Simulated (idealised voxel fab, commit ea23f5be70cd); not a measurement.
The following is a process module called voxel transistor to metal.
For reference, the cross-section in this document is cut, with width 170 nm and square cells of 5 nm.
This document writes a cross-section as a grid whose cells are square, and gives it as bands, listed from the top down; one or more rows of cells form a band. In this notation a band is specified by the heights of its top and bottom, in that order and in nm, after which its materials appear from left to right, each paired with its width in nm. The word "edge to edge" attached to a single material means that material fills the band from edge to edge; the word "air" stands for empty space. Counting heights begins at 0, where everything beneath is, in the wafer as received, one material. The lowest band has no bottom; it goes on downwards, as "0 down" shows. A width given as "30..40" starts at the first number in the band's top row and ends at the second number in its bottom row, shifting by an equal amount at every step from row to row. The cross-section has no changed cell in any step marked "left unchanged". Enclosed voids (no open way to top), threshold 8 cells or more, entry "Completely enclosed voids", notation width x height at distance, distance from left edge, nm. On a step's line, text after the settings is the simulator commenting on that step. The "overlay nm" setting may appear on a step's line; for a step that uses a mask, it gives how far to the right of its planned position the mask lay, and a negative value indicates the left.
# List of planned process steps
1) RECEIVE (material Si)
2) OXIDIZE (depth nm 5)
3) CONFORMAL_DEP (material SiN; thk nm 10)
4) DIRECTIONAL_DEP (material aC; thk nm 10)
5) PATTERN (tone cover; mask id ACTIVE; material resist; width nm 105; thk nm 25; overlay nm 0)
6) DIRECTIONAL_ETCH (etch materials aC; depth nm 10)
7) STRIP (etch materials resist)
8) DIRECTIONAL_ETCH (etch materials SiN; depth nm 10)
9) DIRECTIONAL_ETCH (etch materials SiO2; depth nm 5)
10) DIRECTIONAL_ETCH (etch materials Si; depth nm 20)
11) STRIP (etch materials aC)
12) FILL_DEP (material SiO2; thk nm 10)
13) CMP (height nm 10)
14) SELECTIVE_ETCH (etch materials SiO2; depth nm 10)
15) STRIP (etch materials SiN)
16) SELECTIVE_ETCH (etch materials SiO2; depth nm 5)
17) OXIDIZE (depth nm 5)
18) DIRECTIONAL_DEP (material polySi; thk nm 25)
19) DIRECTIONAL_DEP (material SiCN; thk nm 10)
20) MASKED_ETCH (tone cover; mask id GATE; width nm 15; etch materials SiCN; depth nm 20; overlay nm 0)
21) MASKED_ETCH (tone cover; mask id GATE; width nm 15; etch materials polySi; depth nm 35; overlay nm 0)
22) CONFORMAL_DEP (material SiN; thk nm 10)
23) DIRECTIONAL_ETCH (etch materials SiN; depth nm 10)
24) DIRECTIONAL_ETCH (etch materials SiO2; depth nm 5)
25) DIRECTIONAL_ETCH (etch materials Si; depth nm 10)
26) EPI (material pSi; thk nm 10)
27) FILL_DEP (material SiO2; thk nm 5)
28) CMP (height nm 30)
29) DIRECTIONAL_DEP (material SiO2; thk nm 10)
30) MASKED_ETCH (tone open; mask id CONTACT; width nm 30; pitch nm 55; etch materials SiO2; depth nm 50; overlay nm 0)
31) CONFORMAL_DEP (material TiN; thk nm 5)
32) FILL_DEP (material Ru; thk nm 5)
33) CMP (height nm 40)
34) DIRECTIONAL_DEP (material TiN; thk nm 5)
35) DIRECTIONAL_DEP (material W; thk nm 15)
36) MASKED_ETCH (tone cover; mask id METAL_1; width nm 20; pitch nm 65; etch materials W; depth nm 15; overlay nm 0)
37) MASKED_ETCH (tone cover; mask id METAL_1; width nm 20; pitch nm 65; etch materials TiN; depth nm 5; overlay nm 0)
38) FILL_DEP (material SiO2; thk nm 10)
39) CMP (height nm 60)
40) CONFORMAL_DEP (material SiCN; thk nm 5)
# as received, after step 1
0 down: Si edge to edge
Completely enclosed voids: none
# a wafer at the end: this start, this plan, one mistake
65 to 60: SiCN edge to edge
60 to 45: SiO2 40; W 20; SiO2 45; W 20; SiO2 45
45 to 40: SiO2 40; TiN 20; SiO2 45; TiN 20; SiO2 45
40 to 30: SiO2 40; TiN 5; Ru 20..10; TiN 5..15; SiO2 25; TiN 5..15; Ru 20..10; TiN 5; SiO2 45
30 to 20: SiO2 40; TiN 5; Ru 10; TiN 5; SiN 10; SiCN 25; SiN 10; TiN 5; Ru 10; TiN 5; SiO2 45
20 to 5: SiO2 40; TiN 5; Ru 10; TiN 5; SiN 10; polySi 25; SiN 10; TiN 5; Ru 10; TiN 5; SiO2 45
5 to 0: SiO2 40; TiN 20; SiN 10; polySi 25; SiN 10; TiN 20; SiO2 45
0 to -5: SiO2 40; TiN 10; pSi 10; SiN 10; polySi 25; SiN 10; pSi 10; TiN 10; SiO2 45
-5 to -10: SiO2 40; TiN 10; pSi 10; SiO2 45; pSi 10; TiN 10; SiO2 45
-10 to -20: SiO2 30; pSi 30; Si 45; pSi 30; SiO2 35
-20 to -25: SiO2 30; Si 105; SiO2 35
-25 down: Si edge to edge
Completely enclosed voids: none
Plan not followed: step 20 was not run as planned; what actually ran was MASKED_ETCH (tone cover; mask id GATE; width nm 25; etch materials SiCN; depth nm 20; overlay nm 0)
